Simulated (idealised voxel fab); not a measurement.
Presented below is a process module, voxel released beams.
This is section cut - it's 170 nm across, gridded in 5 nm square cells.
In what follows, cross-sections appear as grids of square cells, described through bands that run from the top down, where every band is one or more rows of cells.
Quick guide to a band line: top height, bottom height (nm) up front; then every material left to right with its width in nm. Only one material and it's marked "edge to edge"? Then it fills the band edge to edge. And "blank" just means empty space.
For the purposes of this specification, 0 denotes the height below which the wafer in its as-received condition is composed wholly of one material, and the lowermost band, lacking a lower limit, extends downward without end, as expressed in "0 and below".
It should be noted that a width expressed as "30 to 40" varies in equal increments from row to row of cells within the band, taking the value of the first number at the top row and that of the second number at the bottom row.
"same as before" (step): cross-section cells unchanged, all of them.
"Enclosed void entries" means: voids of 8 cells or more that are shut off from the top with no open way through. Written width x height at distance, distance from the left edge, in nm.
On each step's line, the part that comes after the settings is the simulator's own comment on the step.
overlay nm: how far to the right of its planned place the mask lay on this masked step (negative: to the left).
Process steps (planned):
1,op RECEIVE | material Si
2,op CONFORMAL_DEP | material SiN | thk nm 10
3,op DIRECTIONAL_DEP | material SiO2 | thk nm 10
4,op MASKED_ETCH | tone open | mask id ANCHOR | width nm 45 | etch materials SiO2 | depth nm 10 | overlay nm 0
5,op CONFORMAL_DEP | material W | thk nm 15
6,op MASKED_ETCH | tone cover | mask id BEAM | width nm 105 | etch materials W | depth nm 15 | overlay nm 0
7,op STRIP | etch materials SiO2
Cross-section, incoming material, after step 1:
* 0 and below  Si edge to edge
* Enclosed void entries: none
End-of-module XS, first of two wafers, run as planned:
* 35 down to 25  blank 30  W 20  blank 15  W 70  blank 35
* 25 down to 20  blank 30  W 105  blank 35
* 20 down to 10  blank 35  W 45  blank 90
* 10 down to 0  SiN edge to edge
* 0 and below  Si edge to edge
* Enclosed void entries: none
Second of two wafers, module complete, sectioned: it shares the first wafer's start and plan but was run with one mistake:
* 25 down to 10  blank 30  W 105  blank 35
* 10 down to 0  SiN edge to edge
* 0 and below  Si edge to edge
* Enclosed void entries: none
Finding, execution versus plan: heads up, step 3 of the plan was skipped and never actually ran
In the final state, the cell counts of the second wafer exceed or fall short of those of the first for the following materials: W -12
